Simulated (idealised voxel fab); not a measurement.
process module | voxel wiring stack
The cross-section shown here is cut; it is 155 nm wide and divided into square cells measuring 5 nm on a side.
Heads up, the way a cross-section reads in here is a grid of square cells, handed over as bands from the top down, with every band being one or more rows of cells.
For a band, the entry starts with two heights in nm, that of the top and then that of the bottom, and carries on with the band's materials in order from left to right, each alongside its width in nm; the word "everywhere" beside a single material means it fills the band edge to edge, and "blank" means empty space.
Below 0: as-received wafer, all one material; heights counted from there. Lowest band: no bottom, goes on down, written "top 0, no bottom".
Quick explanation for "30 to 40": the width changes in equal steps down the rows of cells, from the first number in the band's top row to the second number in its bottom row.
No cell of the cross-section changed in a step that is given as "no change".
Empty spaces counting at least 8 cells and having no open way to the top are listed in "Fully sealed voids". The notation width x height at distance is used for each, the distance being from the left edge and all three values in nm.
Heads up: the bit after the settings on a step's line is the simulator's remark on that step.
"overlay nm", when on a step's line for a step with a mask, measures how far to the right of its planned place the mask lay; a negative measure means to the left.
[The process steps that were planned are listed below]
step 1: RECEIVE: material Si
step 2: CONFORMAL_DEP: material SiO2, thk nm 10
step 3: DIRECTIONAL_DEP: material TiN, thk nm 5
step 4: DIRECTIONAL_DEP: material Ru, thk nm 15
step 5: MASKED_ETCH: tone cover, mask id METAL_1, width nm 25, pitch nm 45, etch materials Ru, depth nm 15, overlay nm 0
step 6: MASKED_ETCH: tone cover, mask id METAL_1, width nm 25, pitch nm 45, etch materials TiN, depth nm 5, overlay nm 0
step 7: FILL_DEP: material lowk, thk nm 5
step 8: CMP: height nm 30
step 9: CONFORMAL_DEP: material SiCN, thk nm 5
step 10: DIRECTIONAL_DEP: material lowk, thk nm 10
step 11: MASKED_ETCH: tone open, mask id PLUG_1, width nm 15, pitch nm 45, etch materials lowk, depth nm 10, overlay nm 0
step 12: MASKED_ETCH: tone open, mask id PLUG_1, width nm 15, pitch nm 45, etch materials SiCN, depth nm 5, overlay nm 0
step 13: EPI: material Ru, thk nm 10
step 14: EPI: material Ru, thk nm 5
step 15: CONFORMAL_DEP: material SiCN, thk nm 5
step 16: DIRECTIONAL_DEP: material SiO2, thk nm 25
step 17: PATTERN: tone open, mask id METAL_2, material resist, width nm 25, pitch nm 45, thk nm 20, overlay nm 0
step 18: DIRECTIONAL_ETCH: etch materials SiO2, depth nm 25
step 19: DIRECTIONAL_ETCH: etch materials SiCN, depth nm 5
step 20: STRIP: etch materials resist
step 21: CONFORMAL_DEP: material TiN, thk nm 5
step 22: FILL_DEP: material Ru, thk nm 10
step 23: CMP: height nm 75
step 24: CONFORMAL_DEP: material SiCN, thk nm 5
step 25: DIRECTIONAL_DEP: material SiO2, thk nm 35
step 26: PATTERN: tone open, mask id METAL_3, material resist, width nm 25, pitch nm 45, thk nm 20, overlay nm -5
step 27: DIRECTIONAL_ETCH: etch materials SiO2, depth nm 20
step 28: STRIP: etch materials resist
step 29: MASKED_ETCH: tone open, mask id METAL_3_HOLES, width nm 15, pitch nm 90, etch materials SiO2, depth nm 15, overlay nm 0
step 30: MASKED_ETCH: tone open, mask id METAL_3_HOLES, width nm 15, pitch nm 90, etch materials SiCN, depth nm 5, overlay nm 0
step 31: CONFORMAL_DEP: material TiN, thk nm 5
step 32: FILL_DEP: material Cu, thk nm 5
step 33: CMP: height nm 115
step 34: CONFORMAL_DEP: material SiN, thk nm 5
The plan's step 26 overlay nm is the first wafer's value; the wafers differ in this setting and start identical.
[Cross-section of the first of several wafers as received (after step 1)]
    top 0, no bottom | Si everywhere
    Fully sealed voids: none
[Gained (+) or lost (-) cells of each material since receipt, then closed voids: one row per wafer, at the end of the module]
overlay nm -5, +35 Cu, +117 Ru, +63 SiCN, +31 SiN, +281 SiO2, +109 TiN, +108 lowk, Fully sealed voids: none
overlay nm 0, +35 Cu, +117 Ru, +63 SiCN, +31 SiN, +281 SiO2, +109 TiN, +108 lowk, Fully sealed voids: none
overlay nm 5, +31 Cu, +117 Ru, +65 SiCN, +31 SiN, +281 SiO2, +111 TiN, +108 lowk, Fully sealed voids: none
